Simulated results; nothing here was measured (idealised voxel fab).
The name of this process module is voxel wiring stack.
Cross-sectional view cut (width: 255 nm; square cell size: 5 nm).
For the purposes of this document, a cross-section shall be understood as a grid of square cells, specified as bands listed in top-to-bottom order, each band consisting of one or more rows of cells. Read a band's entry like this: the first values are the height of its top and the height of its bottom in nm, and what follows is the sequence of materials from left to right, each with its width in nm. Note that "air" is empty space, and that a single material marked "full width" reaches across the band from edge to edge. Where do heights start? At 0: under that level the wafer as delivered is made of one material only. And the lowest band has no floor; it just carries on downward, as in "0..down". With a width like "30..40", each row of cells in the band differs from the next by the same amount, the top row carrying the first number and the bottom row the second. "nothing was modified" after a step means that no cell of the cross-section changed. You'll see "Closed void inventory" listing empty spaces that have no way open to the top, as long as they're 8 cells or more; the notation is width x height at distance, where the distance is from the left edge, and all of it is in nm. Past the settings on a step's line: simulator remark, on that step. overlay nm: right-of-plan distance of the mask on a masked step; negative values mean left-of-plan.

# This section lists the process steps that were planned
1. RECEIVE (material Si)
2. CONFORMAL_DEP (material SiO2; thk nm 15)
3. CONFORMAL_DEP (material SiN; thk nm 5)
4. DIRECTIONAL_DEP (material SiO2; thk nm 15)
5. DIRECTIONAL_DEP (material aC; thk nm 15)
6. PATTERN (tone open; mask id METAL_1; material resist; width nm 20; pitch nm 35; thk nm 35; overlay nm 0)
7. DIRECTIONAL_ETCH (etch materials aC; depth nm 15)
8. STRIP (etch materials resist)
9. DIRECTIONAL_ETCH (etch materials SiO2; depth nm 15)
10. DIRECTIONAL_ETCH (etch materials SiN; depth nm 5)
11. STRIP (etch materials aC)
12. CONFORMAL_DEP (material TiN; thk nm 5)
13. FILL_DEP (material W; thk nm 10)
14. CMP (height nm 35)
15. CONFORMAL_DEP (material SiCN; thk nm 5)
16. DIRECTIONAL_DEP (material SiO2; thk nm 15)
17. PATTERN (tone open; mask id PLUG_1; material resist; width nm 15; pitch nm 70; thk nm 20; overlay nm 0)
18. DIRECTIONAL_ETCH (etch materials SiO2; depth nm 15)
19. DIRECTIONAL_ETCH (etch materials SiCN; depth nm 5)
20. STRIP (etch materials resist)
21. CONFORMAL_DEP (material TiN; thk nm 5)
22. FILL_DEP (material Ru; thk nm 10)
23. CMP (height nm 55)
24. DIRECTIONAL_DEP (material TiN; thk nm 5)
25. DIRECTIONAL_DEP (material Ru; thk nm 15)
26. MASKED_ETCH (tone cover; mask id METAL_2; width nm 20; pitch nm 35; etch materials Ru; depth nm 15; overlay nm 0)
27. MASKED_ETCH (tone cover; mask id METAL_2; width nm 20; pitch nm 35; etch materials TiN; depth nm 5; overlay nm -15)
28. FILL_DEP (material SiO2; thk nm 5)
29. CMP (height nm 75)
30. CONFORMAL_DEP (material SiCN; thk nm 5)
31. DIRECTIONAL_DEP (material SiO2; thk nm 30)
32. DIRECTIONAL_DEP (material aC; thk nm 10)
33. PATTERN (tone open; mask id METAL_3; material resist; width nm 20; pitch nm 35; thk nm 30; overlay nm 0)
34. DIRECTIONAL_ETCH (etch materials aC; depth nm 10)
35. STRIP (etch materials resist)
36. DIRECTIONAL_ETCH (etch materials SiO2; depth nm 20)
37. STRIP (etch materials aC)
38. PATTERN (tone open; mask id METAL_3_HOLES; material resist; width nm 15; pitch nm 70; thk nm 20; overlay nm 0)
39. DIRECTIONAL_ETCH (etch materials SiO2; depth nm 10)
40. DIRECTIONAL_ETCH (etch materials SiCN; depth nm 5)
41. STRIP (etch materials resist)
42. CONFORMAL_DEP (material TiN; thk nm 5)
43. FILL_DEP (material Cu; thk nm 5)
44. CMP (height nm 110)
45. CONFORMAL_DEP (material SiN; thk nm 5)
Wafers differ in overlay nm at step 27; plan lists the first wafer's value; identical starting state.

# Cross-sectional view of the first of several wafers in the as-received condition, corresponding to the state following step 1
* 0..down = Si full width
* Closed void inventory: none

# At the end of the module, after its last step, step 45, the first of several wafers appears in cross-section as follows
* 115..110 = SiN full width
* 110..95 = SiO2: 65; TiN: 5; Cu: 10; TiN: 5; SiO2: 15; TiN: 5; Cu: 10; TiN: 5; SiO2: 15; TiN: 5; Cu: 10; TiN: 5; SiO2: 15; TiN: 5; Cu: 10; TiN: 5; SiO2: 65
* 95..90 = SiO2: 65; TiN: 5; Cu: 5; TiN: 10; SiO2: 15; TiN: 20; SiO2: 15; TiN: 5; Cu: 5; TiN: 10; SiO2: 15; TiN: 20; SiO2: 65
* 90..80 = SiO2: 65; TiN: 5; Cu: 5; TiN: 5; SiO2: 55; TiN: 5; Cu: 5; TiN: 5; SiO2: 105
* 80..75 = SiCN: 65; TiN: 15; SiCN: 55; TiN: 15; SiCN: 105
* 75..60 = SiO2: 65; Ru: 20; SiO2: 15; Ru: 20; SiO2: 15; Ru: 20; SiO2: 15; Ru: 20; SiO2: 65
* 60..55 = SiO2: 50; TiN: 140; SiO2: 65
* 55..40 = SiO2: 65; TiN: 5; Ru: 5; TiN: 5; SiO2: 55; TiN: 5; Ru: 5; TiN: 5; SiO2: 105
* 40..35 = SiCN: 65; TiN: 15; SiCN: 55; TiN: 15; SiCN: 105
* 35..20 = SiO2: 65; TiN: 5; W: 10; TiN: 5; SiO2: 15; TiN: 5; W: 10; TiN: 5; SiO2: 15; TiN: 5; W: 10; TiN: 5; SiO2: 15; TiN: 5; W: 10; TiN: 5; SiO2: 65
* 20..15 = SiN: 65; TiN: 20; SiN: 15; TiN: 20; SiN: 15; TiN: 20; SiN: 15; TiN: 20; SiN: 65
* 15..0 = SiO2 full width
* 0..down = Si full width
* Closed void inventory: none

# Cross-section at module completion, last wafer
* 115..110 = SiN full width
* 110..95 = SiO2: 65; TiN: 5; Cu: 10; TiN: 5; SiO2: 15; TiN: 5; Cu: 10; TiN: 5; SiO2: 15; TiN: 5; Cu: 10; TiN: 5; SiO2: 15; TiN: 5; Cu: 10; TiN: 5; SiO2: 65
* 95..90 = SiO2: 65; TiN: 5; Cu: 5; TiN: 10; SiO2: 15; TiN: 20; SiO2: 15; TiN: 5; Cu: 5; TiN: 10; SiO2: 15; TiN: 20; SiO2: 65
* 90..80 = SiO2: 65; TiN: 5; Cu: 5; TiN: 5; SiO2: 55; TiN: 5; Cu: 5; TiN: 5; SiO2: 105
* 80..75 = SiCN: 65; TiN: 15; SiCN: 55; TiN: 15; SiCN: 105
* 75..60 = SiO2: 65; Ru: 20; SiO2: 15; Ru: 20; SiO2: 15; Ru: 20; SiO2: 15; Ru: 20; SiO2: 65
* 60..55 = SiO2: 65; TiN: 140; SiO2: 50
* 55..40 = SiO2: 65; TiN: 5; Ru: 5; TiN: 5; SiO2: 55; TiN: 5; Ru: 5; TiN: 5; SiO2: 105
* 40..35 = SiCN: 65; TiN: 15; SiCN: 55; TiN: 15; SiCN: 105
* 35..20 = SiO2: 65; TiN: 5; W: 10; TiN: 5; SiO2: 15; TiN: 5; W: 10; TiN: 5; SiO2: 15; TiN: 5; W: 10; TiN: 5; SiO2: 15; TiN: 5; W: 10; TiN: 5; SiO2: 65
* 20..15 = SiN: 65; TiN: 20; SiN: 15; TiN: 20; SiN: 15; TiN: 20; SiN: 15; TiN: 20; SiN: 65
* 15..0 = SiO2 full width
* 0..down = Si full width
* Closed void inventory: none

# Wafer rows, end of module: cells per material gained (+) or lost (-) since receipt; closed voids last
overlay nm -15 | +30 Cu | +54 Ru | +90 SiCN | +86 SiN | +751 SiO2 | +138 TiN | +24 W | Closed void inventory: none
overlay nm -10 | +30 Cu | +54 Ru | +90 SiCN | +86 SiN | +755 SiO2 | +134 TiN | +24 W | Closed void inventory: none
overlay nm -5 | +30 Cu | +54 Ru | +90 SiCN | +86 SiN | +759 SiO2 | +130 TiN | +24 W | Closed void inventory: none
overlay nm 0 | +30 Cu | +54 Ru | +90 SiCN | +86 SiN | +763 SiO2 | +126 TiN | +24 W | Closed void inventory: none
overlay nm 5 | +30 Cu | +54 Ru | +90 SiCN | +86 SiN | +759 SiO2 | +130 TiN | +24 W | Closed void inventory: none
overlay nm 10 | +30 Cu | +54 Ru | +90 SiCN | +86 SiN | +755 SiO2 | +134 TiN | +24 W | Closed void inventory: none
overlay nm 15 | +30 Cu | +54 Ru | +90 SiCN | +86 SiN | +751 SiO2 | +138 TiN | +24 W | Closed void inventory: none
